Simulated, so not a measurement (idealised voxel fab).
Presented below is a process module, voxel gate over fins.
Section cut is 250 nm wide and gridded with 5 nm square cells.
For the purposes of this document, a cross-section shall be understood as a grid of square cells, specified as bands listed in top-to-bottom order, each band consisting of one or more rows of cells.
Top height, bottom height, nm. Materials left to right, width each, nm. Single material + "full width" = fills band edge to edge. "air" = empty.
Zero point of the height axis is 0; under it, received wafer = one material. Lowest band: continues down indefinitely, "z 0 and below".
When a width is written as two numbers, as in "30->40", the first number is the width in the top row of cells of the band and the second is the width in its bottom row, and the width changes by the same amount from each row to the next.
"remained the same" for a step: no cell of the cross-section changed in that step.
Each empty space that has no open way to the top and spans at least 8 cells appears under "Enclosed void entries" as width x height at distance, the distance counted from the left edge, all in nm.
Step line, after settings: the simulator's comment on this step.
overlay nm: step with mask; distance mask lay right of planned place; negative value = left of planned place.
## Here's what the planned process steps look like
1. RECEIVE (material Si)
2. CONFORMAL_DEP (material SiN; thk nm 10)
3. DIRECTIONAL_DEP (material aC; thk nm 15)
4. PATTERN (tone cover; mask id FINS; material resist; width nm 15; pitch nm 35; thk nm 35; overlay nm 0)
5. DIRECTIONAL_ETCH (etch materials aC; depth nm 15)
6. STRIP (etch materials resist)
7. DIRECTIONAL_ETCH (etch materials SiN; depth nm 10)
8. DIRECTIONAL_ETCH (etch materials Si; depth nm 30)
9. STRIP (etch materials aC)
10. OXIDIZE (depth nm 5)
11. FILL_DEP (material SiO2; thk nm 5)
12. CMP (height nm 10)
13. SELECTIVE_ETCH (etch materials SiO2; depth nm 25)
14. STRIP (etch materials SiN)
15. CONFORMAL_DEP (material HfO2; thk nm 5)
16. CONFORMAL_DEP (material TiN; thk nm 5)
17. FILL_DEP (material W; thk nm 15)
18. CMP (height nm 20)
19. CONFORMAL_DEP (material SiCN; thk nm 5)
## First of the two wafers, run per plan
## Wafer at receipt (post step 1), cross-section
* z 0 and below = Si full width
* Enclosed void entries: none
## Wafer after step 2 (cross-section)
* z 10 to 0 = SiN full width
* Below a height of 0, the structure has not been altered.
## Wafer after step 3 (cross-section)
* z 25 to 10 = aC full width
* Below a height of 10, the structure has not been altered.
## Wafer after step 4 (cross-section)
* z 60 to 25 = air: 100 / resist: 15 / air: 20 / resist: 15 / air: 100
* Below a height of 25, the structure has not been altered.
## Wafer after step 5 (cross-section)
* z 45 to 25 = air: 100 / resist: 15 / air: 20 / resist: 15 / air: 100
* z 25 to 10 = air: 100 / aC: 15 / air: 20 / aC: 15 / air: 100
* Below a height of 10, the structure has not been altered.
## Wafer after step 6 (cross-section)
* z 25 to 10 = air: 100 / aC: 15 / air: 20 / aC: 15 / air: 100
* Below a height of 10, the structure has not been altered.
## Wafer after step 7 (cross-section)
* z 25 to 10 = air: 100 / aC: 15 / air: 20 / aC: 15 / air: 100
* z 10 to 0 = air: 100 / SiN: 15 / air: 20 / SiN: 15 / air: 100
* Below a height of 0, the structure has not been altered.
## Wafer after step 8 (cross-section)
* z 25 to 10 = air: 100 / aC: 15 / air: 20 / aC: 15 / air: 100
* z 10 to 0 = air: 100 / SiN: 15 / air: 20 / SiN: 15 / air: 100
* z 0 to -30 = air: 100 / Si: 15 / air: 20 / Si: 15 / air: 100
* Below a height of -30, the structure has not been altered.
## Wafer after step 9 (cross-section)
* z 10 to 0 = air: 100 / SiN: 15 / air: 20 / SiN: 15 / air: 100
* Below a height of 0, the structure has not been altered.
## Wafer after step 10 (cross-section)
* z 10 to 0 = air: 100 / SiN: 15 / air: 20 / SiN: 15 / air: 100
* z 0 to -30 = air: 100 / SiO2: 5 / Si: 5 / SiO2: 5 / air: 20 / SiO2: 5 / Si: 5 / SiO2: 5 / air: 100
* z -30 to -35 = SiO2: 105 / Si: 5 / SiO2: 30 / Si: 5 / SiO2: 105
* Below a height of -35, the structure has not been altered.
## Wafer after step 11 (cross-section)
* z 15 to 10 = SiO2 full width
* z 10 to 0 = SiO2: 100 / SiN: 15 / SiO2: 20 / SiN: 15 / SiO2: 100
* z 0 to -35 = SiO2: 105 / Si: 5 / SiO2: 30 / Si: 5 / SiO2: 105
* Below a height of -35, the structure has not been altered.
## Wafer after step 12 (cross-section)
* z 10 to 0 = SiO2: 100 / SiN: 15 / SiO2: 20 / SiN: 15 / SiO2: 100
* Below a height of 0, the structure has not been altered.
## Wafer after step 13 (cross-section)
* z 10 to 0 = air: 100 / SiN: 15 / air: 20 / SiN: 15 / air: 100
* z 0 to -15 = air: 105 / Si: 5 / air: 30 / Si: 5 / air: 105
* Below a height of -15, the structure has not been altered.
## Wafer after step 14 (cross-section)
* z 0 to -15 = air: 105 / Si: 5 / air: 30 / Si: 5 / air: 105
* Below a height of -15, the structure has not been altered.
## Wafer after step 15 (cross-section)
* z 5 to 0 = air: 100 / HfO2: 15 / air: 20 / HfO2: 15 / air: 100
* z 0 to -10 = air: 100 / HfO2: 5 / Si: 5 / HfO2: 5 / air: 20 / HfO2: 5 / Si: 5 / HfO2: 5 / air: 100
* z -10 to -15 = HfO2: 105 / Si: 5 / HfO2: 30 / Si: 5 / HfO2: 105
* Below a height of -15, the structure has not been altered.
## Wafer after step 16 (cross-section)
* z 10 to 5 = air: 95 / TiN: 25 / air: 10 / TiN: 25 / air: 95
* z 5 to 0 = air: 95 / TiN: 5 / HfO2: 15 / TiN: 5 / air: 10 / TiN: 5 / HfO2: 15 / TiN: 5 / air: 95
* z 0 to -5 = air: 95 / TiN: 5 / HfO2: 5 / Si: 5 / HfO2: 5 / TiN: 5 / air: 10 / TiN: 5 / HfO2: 5 / Si: 5 / HfO2: 5 / TiN: 5 / air: 95
* z -5 to -10 = TiN: 100 / HfO2: 5 / Si: 5 / HfO2: 5 / TiN: 20 / HfO2: 5 / Si: 5 / HfO2: 5 / TiN: 100
* Below a height of -10, the structure has not been altered.
## Wafer after step 17 (cross-section)
* z 25 to 10 = W full width
* z 10 to 5 = W: 95 / TiN: 25 / W: 10 / TiN: 25 / W: 95
* z 5 to 0 = W: 95 / TiN: 5 / HfO2: 15 / TiN: 5 / W: 10 / TiN: 5 / HfO2: 15 / TiN: 5 / W: 95
* z 0 to -5 = W: 95 / TiN: 5 / HfO2: 5 / Si: 5 / HfO2: 5 / TiN: 5 / W: 10 / TiN: 5 / HfO2: 5 / Si: 5 / HfO2: 5 / TiN: 5 / W: 95
* Below a height of -5, the structure has not been altered.
## Wafer after step 18 (cross-section)
* z 20 to 10 = W full width
* Below a height of 10, the structure has not been altered.
## Wafer after step 19 (cross-section)
* z 25 to 20 = SiCN full width
* Below a height of 20, the structure has not been altered.
## The remaining wafer, second of the two, started like the first and was run to the same plan, except that one mistake was made along the way; the two coincide through step 3, inclusive
## Second wafer profile in section, at the moment step 4 of the plan was meant to be complete
* z 60 to 25 = air: 100 / resist: 20 / air: 15 / resist: 20 / air: 95
* Below a height of 25, the structure has not been altered.
## Second wafer profile in section, at the moment step 5 of the plan was meant to be complete
* z 45 to 25 = air: 100 / resist: 20 / air: 15 / resist: 20 / air: 95
* z 25 to 10 = air: 100 / aC: 20 / air: 15 / aC: 20 / air: 95
* Below a height of 10, the structure has not been altered.
## Second wafer profile in section, at the moment step 6 of the plan was meant to be complete
* z 25 to 10 = air: 100 / aC: 20 / air: 15 / aC: 20 / air: 95
* Below a height of 10, the structure has not been altered.
## Second wafer profile in section, at the moment step 7 of the plan was meant to be complete
* z 25 to 10 = air: 100 / aC: 20 / air: 15 / aC: 20 / air: 95
* z 10 to 0 = air: 100 / SiN: 20 / air: 15 / SiN: 20 / air: 95
* Below a height of 0, the structure has not been altered.
## Second wafer profile in section, at the moment step 8 of the plan was meant to be complete
* z 25 to 10 = air: 100 / aC: 20 / air: 15 / aC: 20 / air: 95
* z 10 to 0 = air: 100 / SiN: 20 / air: 15 / SiN: 20 / air: 95
* z 0 to -30 = air: 100 / Si: 20 / air: 15 / Si: 20 / air: 95
* Below a height of -30, the structure has not been altered.
## Second wafer profile in section, at the moment step 9 of the plan was meant to be complete
* z 10 to 0 = air: 100 / SiN: 20 / air: 15 / SiN: 20 / air: 95
* Below a height of 0, the structure has not been altered.
## Second wafer profile in section, at the moment step 10 of the plan was meant to be complete
* z 10 to 0 = air: 100 / SiN: 20 / air: 15 / SiN: 20 / air: 95
* z 0 to -30 = air: 100 / SiO2: 5 / Si: 10 / SiO2: 5 / air: 15 / SiO2: 5 / Si: 10 / SiO2: 5 / air: 95
* z -30 to -35 = SiO2: 105 / Si: 10 / SiO2: 25 / Si: 10 / SiO2: 100
* Below a height of -35, the structure has not been altered.
## Second wafer profile in section, at the moment step 11 of the plan was meant to be complete
* z 15 to 10 = SiO2 full width
* z 10 to 0 = SiO2: 100 / SiN: 20 / SiO2: 15 / SiN: 20 / SiO2: 95
* z 0 to -35 = SiO2: 105 / Si: 10 / SiO2: 25 / Si: 10 / SiO2: 100
* Below a height of -35, the structure has not been altered.
## Second wafer profile in section, at the moment step 12 of the plan was meant to be complete
* z 10 to 0 = SiO2: 100 / SiN: 20 / SiO2: 15 / SiN: 20 / SiO2: 95
* Below a height of 0, the structure has not been altered.
## Second wafer profile in section, at the moment step 13 of the plan was meant to be complete
* z 10 to 0 = air: 100 / SiN: 20 / air: 15 / SiN: 20 / air: 95
* z 0 to -15 = air: 105 / Si: 10 / air: 25 / Si: 10 / air: 100
* Below a height of -15, the structure has not been altered.
## Second wafer profile in section, at the moment step 14 of the plan was meant to be complete
* z 0 to -15 = air: 105 / Si: 10 / air: 25 / Si: 10 / air: 100
* Below a height of -15, the structure has not been altered.
## Second wafer profile in section, at the moment step 15 of the plan was meant to be complete
* z 5 to 0 = air: 100 / HfO2: 20 / air: 15 / HfO2: 20 / air: 95
* z 0 to -10 = air: 100 / HfO2: 5 / Si: 10 / HfO2: 5 / air: 15 / HfO2: 5 / Si: 10 / HfO2: 5 / air: 95
* z -10 to -15 = HfO2: 105 / Si: 10 / HfO2: 25 / Si: 10 / HfO2: 100
* Below a height of -15, the structure has not been altered.
## Second wafer profile in section, at the moment step 16 of the plan was meant to be complete
* z 10 to 5 = air: 95 / TiN: 30 / air: 5 / TiN: 30 / air: 90
* z 5 to 0 = air: 95 / TiN: 5 / HfO2: 20 / TiN: 5 / air: 5 / TiN: 5 / HfO2: 20 / TiN: 5 / air: 90
* z 0 to -5 = air: 95 / TiN: 5 / HfO2: 5 / Si: 10 / HfO2: 5 / TiN: 5 / air: 5 / TiN: 5 / HfO2: 5 / Si: 10 / HfO2: 5 / TiN: 5 / air: 90
* z -5 to -10 = TiN: 100 / HfO2: 5 / Si: 10 / HfO2: 5 / TiN: 15 / HfO2: 5 / Si: 10 / HfO2: 5 / TiN: 95
* Below a height of -10, the structure has not been altered.
## Second wafer profile in section, at the moment step 17 of the plan was meant to be complete
* z 25 to 10 = W full width
* z 10 to 5 = W: 95 / TiN: 30 / W: 5 / TiN: 30 / W: 90
* z 5 to 0 = W: 95 / TiN: 5 / HfO2: 20 / TiN: 5 / W: 5 / TiN: 5 / HfO2: 20 / TiN: 5 / W: 90
* z 0 to -5 = W: 95 / TiN: 5 / HfO2: 5 / Si: 10 / HfO2: 5 / TiN: 5 / W: 5 / TiN: 5 / HfO2: 5 / Si: 10 / HfO2: 5 / TiN: 5 / W: 90
* Below a height of -5, the structure has not been altered.
## Second wafer profile in section, at the moment step 18 of the plan was meant to be complete
* z 20 to 10 = W full width
* Below a height of 10, the structure has not been altered.
## Second wafer profile in section, at the moment step 19 of the plan was meant to be complete
* z 25 to 20 = SiCN full width
* Below a height of 20, the structure has not been altered.
It is concluded that the wafer was processed incorrectly with respect to the plan, in that step 4 ran as: PATTERN (tone cover; mask id FINS; material resist; width nm 20; pitch nm 35; thk nm 35; overlay nm 0)
Final cells, second wafer relative to first, materials higher or lower: Si +14 | SiO2 -8 | W -6
